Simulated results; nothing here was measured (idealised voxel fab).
Process module name: voxel capacitor over wiring
Cross-section cut spans 290 nm and uses square cells 5 nm in size.
Cross-section = grid of square cells, listed top down in bands; band = one or more rows. The entry gives the band's vertical extent as a top height and a bottom height in nm, then its horizontal make-up as materials from left to right, each with a width in nm. "air" stands for empty space; a single material marked "edge to edge" fills the band edge to edge. Counting heights begins at 0, where everything beneath is, in the wafer as received, one material. The lowest band has no bottom; it goes on downwards, as "0..down" shows. A two-number width, for instance "30..40", indicates that the width is equal to the first number in the top row of the band and to the second number in the bottom row, and that it changes by a constant amount per row of cells. It should be understood that the words "nothing was modified", when stated for a given step, signify that the cross-section underwent no change in any of its cells during that step. "Fully closed voids" contains a list of empty spaces, each no smaller than 8 cells and without an open way to the top, written in the form width x height at distance with the distance from the left edge and all three in nm. Heads up: the bit after the settings on a step's line is the simulator's remark on that step. overlay nm: for a step with a mask, the amount by which the mask lay right of where it was planned; a negative amount means left of it.
The planned process steps are enumerated hereunder:
1,RECEIVE (material Si)
2,CONFORMAL_DEP (material SiO2; thk nm 10)
3,DIRECTIONAL_DEP (material TiN; thk nm 5)
4,DIRECTIONAL_DEP (material W; thk nm 25)
5,MASKED_ETCH (tone cover; mask id METAL_1; width nm 20; pitch nm 90; etch materials W; depth nm 25; overlay nm 0)
6,MASKED_ETCH (tone cover; mask id METAL_1; width nm 20; pitch nm 90; etch materials TiN; depth nm 5; overlay nm 0)
7,FILL_DEP (material SiO2; thk nm 10)
8,CMP (height nm 40)
9,CONFORMAL_DEP (material SiCN; thk nm 5)
10,DIRECTIONAL_DEP (material SiO2; thk nm 20)
11,MASKED_ETCH (tone open; mask id PLUG_1; width nm 15; etch materials SiO2; depth nm 20; overlay nm 0)
12,MASKED_ETCH (tone open; mask id PLUG_1; width nm 15; etch materials SiCN; depth nm 5; overlay nm 0)
13,EPI (material Ru; thk nm 10)
14,EPI (material Ru; thk nm 10)
15,EPI (material Ru; thk nm 5)
16,DIRECTIONAL_DEP (material TiN; thk nm 10)
17,DIRECTIONAL_DEP (material HfO2; thk nm 5)
18,DIRECTIONAL_DEP (material TiN; thk nm 5)
19,MASKED_ETCH (tone cover; mask id UPPER_PLATE; width nm 75; etch materials TiN; depth nm 5; overlay nm 0)
20,MASKED_ETCH (tone cover; mask id UPPER_PLATE; width nm 75; etch materials HfO2; depth nm 5; overlay nm 0)
21,DIRECTIONAL_DEP (material aC; thk nm 15)
22,PATTERN (tone cover; mask id LOWER_PLATE; material resist; width nm 85; thk nm 30; overlay nm 0)
23,DIRECTIONAL_ETCH (etch materials aC; depth nm 15)
24,STRIP (etch materials resist)
25,DIRECTIONAL_ETCH (etch materials TiN; depth nm 10)
26,STRIP (etch materials aC)
27,FILL_DEP (material SiO2; thk nm 15)
28,CMP (height nm 95)
29,DIRECTIONAL_DEP (material aC; thk nm 15)
30,PATTERN (tone open; mask id PLUG_2; material resist; width nm 15; thk nm 30; overlay nm 0)
31,DIRECTIONAL_ETCH (etch materials aC; depth nm 15)
32,STRIP (etch materials resist)
33,DIRECTIONAL_ETCH (etch materials SiO2; depth nm 10)
34,STRIP (etch materials aC)
35,CONFORMAL_DEP (material TiN; thk nm 5)
36,FILL_DEP (material W; thk nm 5)
37,CMP (height nm 95)
38,CONFORMAL_DEP (material SiCN; thk nm 5)
Wafer cross-section on receipt, i.e. after step 1:
0..down | Si edge to edge
Fully closed voids: none
Same starting wafer, same plan as above, one mistake in the execution; this is the cross-section at the end of the module:
100..95 | SiCN edge to edge
95..90 | SiO2: 105, TiN: 5, W: 5, TiN: 5, SiO2: 170
90..80 | SiO2: 105..95, TiN: 15..75, SiO2: 170..120
80..75 | SiO2: 90, HfO2: 80, SiO2: 120
75..65 | SiO2: 90, TiN: 85, SiO2: 115
65..45 | SiO2: 95, Ru: 15, SiO2: 180
45..40 | SiCN: 95, Ru: 15, SiCN: 180
40..15 | SiO2: 90, W: 20, SiO2: 70, W: 20, SiO2: 90
15..10 | SiO2: 90, TiN: 20, SiO2: 70, TiN: 20, SiO2: 90
10..0 | SiO2 edge to edge
0..down | Si edge to edge
Fully closed voids: none
Short version of what went wrong: for step 20, the planned setting was not used; the step was instead run as MASKED_ETCH (tone cover; mask id UPPER_PLATE; width nm 75; etch materials HfO2; depth nm 5; overlay nm -5)
